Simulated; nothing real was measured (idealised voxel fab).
Proc. module: voxel self aligned vias
FYI the section here is cut, 230 nm wide, cells are 5 nm squares.
Heads up, the way a cross-section reads in here is a grid of square cells, handed over as bands from the top down, with every band being one or more rows of cells. Per band: top height and bottom height in nm, followed by the left-to-right materials and their widths in nm; "all across" marks a single material spanning edge to edge, "air" marks empty space. Measure heights from 0. That's the level where, below it, the as-received wafer is all one material. The lowest band is bottomless and extends downward; write it as in "0..down". Read "30..40" as a graded width: first number on top, second number at the bottom, same change between each pair of neighbouring rows. Key: "no change occurred" - step with no changed cell in the cross-section. "Enclosed internal cavities": sealed empty spaces, 8 cells or more, no open way to top, listed width x height at distance, with distance from the left edge and width, height and distance in nm. On a step's line, text after the settings is the simulator commenting on that step. The optional step-line setting "overlay nm" applies to steps with a mask and quantifies how far to the right of its planned location the mask lay, a negative value indicating leftward placement.

This section lists the process steps that were planned
| 1 | RECEIVE, material Si |
| 2 | CONFORMAL_DEP, material SiO2, thk nm 15 |
| 3 | CONFORMAL_DEP, material SiCN, thk nm 5 |
| 4 | DIRECTIONAL_DEP, material lowk, thk nm 20 |
| 5 | MASKED_ETCH, tone open, mask id LINES, width nm 30, pitch nm 55, etch materials lowk, depth nm 20, overlay nm 0 |
| 6 | CONFORMAL_DEP, material TiN, thk nm 5 |
| 7 | FILL_DEP, material W, thk nm 10 |
| 8 | CMP, height nm 40 |
| 9 | SELECTIVE_ETCH, etch materials W Ru TiN, depth nm 5 |
| 10 | FILL_DEP, material SiN, thk nm 10 |
| 11 | CMP, height nm 40 |
| 12 | DIRECTIONAL_DEP, material lowk, thk nm 20 |
| 13 | DIRECTIONAL_DEP, material aC, thk nm 15 |
| 14 | PATTERN, tone open, mask id VIAS, material resist, width nm 40, thk nm 30, overlay nm 0 |
| 15 | DIRECTIONAL_ETCH, etch materials aC, depth nm 15 |
| 16 | STRIP, etch materials resist |
| 17 | DIRECTIONAL_ETCH, etch materials lowk, depth nm 20 |
| 18 | DIRECTIONAL_ETCH, etch materials SiN, depth nm 5 |
| 19 | STRIP, etch materials aC |
| 20 | CONFORMAL_DEP, material TiN, thk nm 5 |
| 21 | FILL_DEP, material W, thk nm 10 |
| 22 | CMP, height nm 60 |
| 23 | CONFORMAL_DEP, material SiN, thk nm 5 |

as received, after step 1
* 0..down  Si all across
* Enclosed internal cavities: none

As-planned run: cross-section of the first of two wafers at end of module
* 65..60  SiN all across
* 60..45  65 of lowk / 5 of TiN / 30 of W / 5 of TiN / 125 of lowk
* 45..40  65 of lowk / 10 of TiN / 20 of W / 10 of TiN / 125 of lowk
* 40..35  70 of lowk / 30 of TiN / 25 of lowk / 30 of SiN / 75 of lowk
* 35..25  70 of lowk / 5 of TiN / 20 of W / 5 of TiN / 25 of lowk / 5 of TiN / 20 of W / 5 of TiN / 75 of lowk
* 25..20  70 of lowk / 30 of TiN / 25 of lowk / 30 of TiN / 75 of lowk
* 20..15  SiCN all across
* 15..0  SiO2 all across
* 0..down  Si all across
* Enclosed internal cavities: none

End-of-module cross-section of the second wafer: identical starting point and process plan to the first, with one processing mistake
* 65..60  SiN all across
* 60..45  65 of lowk / 5 of TiN / 30 of W / 5 of TiN / 125 of lowk
* 45..40  65 of lowk / 10 of TiN / 25 of W / 5 of TiN / 125 of lowk
* 40..35  70 of lowk / 35 of TiN / 20 of lowk / 35 of SiN / 70 of lowk
* 35..25  70 of lowk / 5 of TiN / 25 of W / 5 of TiN / 20 of lowk / 5 of TiN / 25 of W / 5 of TiN / 70 of lowk
* 25..20  70 of lowk / 35 of TiN / 20 of lowk / 35 of TiN / 70 of lowk
* 20..15  SiCN all across
* 15..0  SiO2 all across
* 0..down  Si all across
* Enclosed internal cavities: none
what went wrong: step 5 went in with a setting other than planned; the actual run was MASKED_ETCH, tone open, mask id LINES, width nm 35, pitch nm 55, etch materials lowk, depth nm 20, overlay nm 0
Final comparison by cell count, materials where the second wafer has more or fewer than the first: 1 more of SiN; 2 more of TiN; 5 more of W; 8 fewer of lowk
